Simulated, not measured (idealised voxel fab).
Documented hereafter: the process module known as voxel air gaps.
cross-section cut | 205 nm wide | cells 5 nm
Each cross-section below is a grid of square cells, stated as bands in top-down order, with one or more rows of cells making up each band.
Heights first: top, then bottom, in nm. Then materials, left to right, each with a width in nm. "edge to edge" on a single material: fills the band edge to edge. "empty": empty space.
A quick word on heights: they are counted from 0, and under that level the wafer as it came to us is one material throughout. The lowest band is different from the rest in having no bottom; it simply continues downward, written as in "z 0 and below".
When a width is written as two numbers, as in "30->40", the first number is the width in the top row of cells of the band and the second is the width in its bottom row, and the width changes by the same amount from each row to the next.
For the purposes of this document, the phrase "identical to before" attached to a step denotes that no cell within the cross-section was modified by that step.
Each empty space that has no open way to the top and spans at least 8 cells appears under "Sealed void list" as width x height at distance, the distance counted from the left edge, all in nm.
Read whatever lies past the settings on a step's line as the simulator's own remark about the step.
When a step includes a mask, the "overlay nm" setting on its line states how far to the right of its planned place that mask lay, and negative values state how far to the left.

# Set out below are the planned steps of the process
| 1 | RECEIVE (material Si) |
| 2 | CONFORMAL_DEP (material SiO2; thk nm 10) |
| 3 | CONFORMAL_DEP (material SiN; thk nm 5) |
| 4 | DIRECTIONAL_DEP (material SiO2; thk nm 35) |
| 5 | PATTERN (tone open; mask id LINES; material resist; width nm 25; pitch nm 55; thk nm 20; overlay nm 0) |
| 6 | DIRECTIONAL_ETCH (etch materials SiO2; depth nm 35) |
| 7 | STRIP (etch materials resist) |
| 8 | CONFORMAL_DEP (material TiN; thk nm 5) |
| 9 | FILL_DEP (material Ru; thk nm 5) |
| 10 | CMP (height nm 50) |
| 11 | EPI (material Ru; thk nm 10) |
| 12 | SELECTIVE_ETCH (etch materials SiO2; depth nm 45) |
| 13 | CONFORMAL_DEP (material SiCN; thk nm 5) |

# Delivered wafer in cross-section: state after step 1
> z 0 and below = Si edge to edge
> Sealed void list: none

# End-of-module cross-section of the first of two wafers, processed as planned
> z 65 to 60 = empty (20) | SiCN (165) | empty (20)
> z 60 to 50 = empty (20) | SiCN (5) | Ru (45) | SiCN (10) | Ru (45) | SiCN (10) | Ru (45) | SiCN (5) | empty (20)
> z 50 to 45 = empty (20) | SiCN (15) | TiN (5) | Ru (15) | TiN (5) | SiCN (30) | TiN (5) | Ru (15) | TiN (5) | SiCN (30) | TiN (5) | Ru (15) | TiN (5) | SiCN (15) | empty (20)
> z 45 to 20 = empty (30) | SiCN (5) | TiN (5) | Ru (15) | TiN (5) | SiCN (5) | empty (20) | SiCN (5) | TiN (5) | Ru (15) | TiN (5) | SiCN (5) | empty (20) | SiCN (5) | TiN (5) | Ru (15) | TiN (5) | SiCN (5) | empty (30)
> z 20 to 15 = SiCN (35) | TiN (25) | SiCN (30) | TiN (25) | SiCN (30) | TiN (25) | SiCN (35)
> z 15 to 10 = SiN edge to edge
> z 10 to 0 = SiO2 edge to edge
> z 0 and below = Si edge to edge
> Sealed void list: 20 x 25 at 65; 20 x 25 at 120

# Presented here is a cross-section of the second of the two wafers as it stood at the end of the module. It was started in the same manner and assigned the same plan as the first wafer; however, one mistake was made in its execution
> z 65 to 60 = SiCN edge to edge
> z 60 to 50 = Ru edge to edge
> z 50 to 45 = TiN (40) | Ru (15) | TiN (40) | Ru (15) | TiN (40) | Ru (15) | TiN (40)
> z 45 to 15 = SiO2 (35) | TiN (5) | Ru (15) | TiN (5) | SiO2 (30) | TiN (5) | Ru (15) | TiN (5) | SiO2 (30) | TiN (5) | Ru (15) | TiN (5) | SiO2 (35)
> z 15 to 10 = SiO2 (35) | TiN (25) | SiO2 (30) | TiN (25) | SiO2 (30) | TiN (25) | SiO2 (35)
> z 10 to 0 = SiO2 edge to edge
> z 0 and below = Si edge to edge
> Sealed void list: none
what went wrong: execution of step 3 of the plan did not take place, the step having been omitted
at the end the second wafer has, in cells: Ru +37, SiCN -78, SiN -41, SiO2 +182, TiN +32
Note - end result: 2 closed voids (first wafer), 0 closed voids (second wafer).
